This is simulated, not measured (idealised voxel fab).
process module | voxel gate over fins
cross-section cut | 250 nm wide | cells 5 nm
A cross-section is a grid of square cells, given in bands from the top down. A band is one or more rows of cells.
Each band's line starts with the height of the band's top and of its bottom, in nm. Then come its materials from left to right, each with its width in nm. One material with "throughout" fills the band from edge to edge. "air" is empty space.
Height 0 is the level under which the wafer as received is all one material. The lowest band goes on downwards, as in "0 down".
A width such as "30 to 40" changes by the same amount from each row of cells to the next, from the band's top row to its bottom row.
"no change" after a step means that no cell of the cross-section changed.
closed voids: empty space of 8 cells or more with no open way to the top, each as width x height at its distance from the left edge, in nm
after a step's settings: what the simulator itself notes on the step
overlay nm, on a step with a mask: how far to the right of its planned place the mask lay; to the left if negative
plan
1 op RECEIVE | material Si
2 op CONFORMAL_DEP | material SiN | thk nm 5
3 op PATTERN | tone cover | mask id FINS | material resist | width nm 15 | pitch nm 35 | thk nm 20 | overlay nm 0
4 op DIRECTIONAL_ETCH | etch materials SiN | depth nm 5
5 op DIRECTIONAL_ETCH | etch materials Si | depth nm 30
6 op STRIP | etch materials resist
7 op FILL_DEP | material SiO2 | thk nm 10
8 op CMP | height nm 5
9 op SELECTIVE_ETCH | etch materials SiO2 | depth nm 15
10 op STRIP | etch materials SiN
11 op CONFORMAL_DEP | material HfO2 | thk nm 5
12 op CONFORMAL_DEP | material TiN | thk nm 5
13 op FILL_DEP | material W | thk nm 15
14 op CMP | height nm 20
15 op CONFORMAL_DEP | material SiN | thk nm 5
as received, after step 1
  0 down: Si throughout
  closed voids: none
first wafer at the end, as planned
  25 to 20: SiN throughout
  20 to 10: W throughout
  10 to 5: W 70 | TiN 105 | W 75
  5 to 0: W 70 | TiN 5 | HfO2 25 | TiN 10 | HfO2 25 | TiN 10 | HfO2 25 | TiN 5 | W 75
  0 to -5: TiN 75 | HfO2 5 | Si 15 | HfO2 5 | TiN 10 | HfO2 5 | Si 15 | HfO2 5 | TiN 10 | HfO2 5 | Si 15 | HfO2 5 | TiN 80
  -5 to -10: HfO2 80 | Si 15 | HfO2 20 | Si 15 | HfO2 20 | Si 15 | HfO2 85
  -10 to -30: SiO2 80 | Si 15 | SiO2 20 | Si 15 | SiO2 20 | Si 15 | SiO2 85
  -30 down: Si throughout
  closed voids: none
second wafer at the end: like start, like plan, one mistake
  25 to 20: SiN throughout
  20 to 10: W throughout
  10 to 5: W 65 | TiN 105 | W 80
  5 to 0: W 65 | TiN 5 | HfO2 25 | TiN 10 | HfO2 25 | TiN 10 | HfO2 25 | TiN 5 | W 80
  0 to -5: TiN 70 | HfO2 5 | Si 15 | HfO2 5 | TiN 10 | HfO2 5 | Si 15 | HfO2 5 | TiN 10 | HfO2 5 | Si 15 | HfO2 5 | TiN 85
  -5 to -10: HfO2 75 | Si 15 | HfO2 20 | Si 15 | HfO2 20 | Si 15 | HfO2 90
  -10 to -30: SiO2 75 | Si 15 | SiO2 20 | Si 15 | SiO2 20 | Si 15 | SiO2 90
  -30 down: Si throughout
  closed voids: none
what went wrong: step 3 ran as: op PATTERN | tone cover | mask id FINS | material resist | width nm 15 | pitch nm 35 | thk nm 20 | overlay nm -5
at the end the second wafer has, in cells: as many of each material as the first, in other places
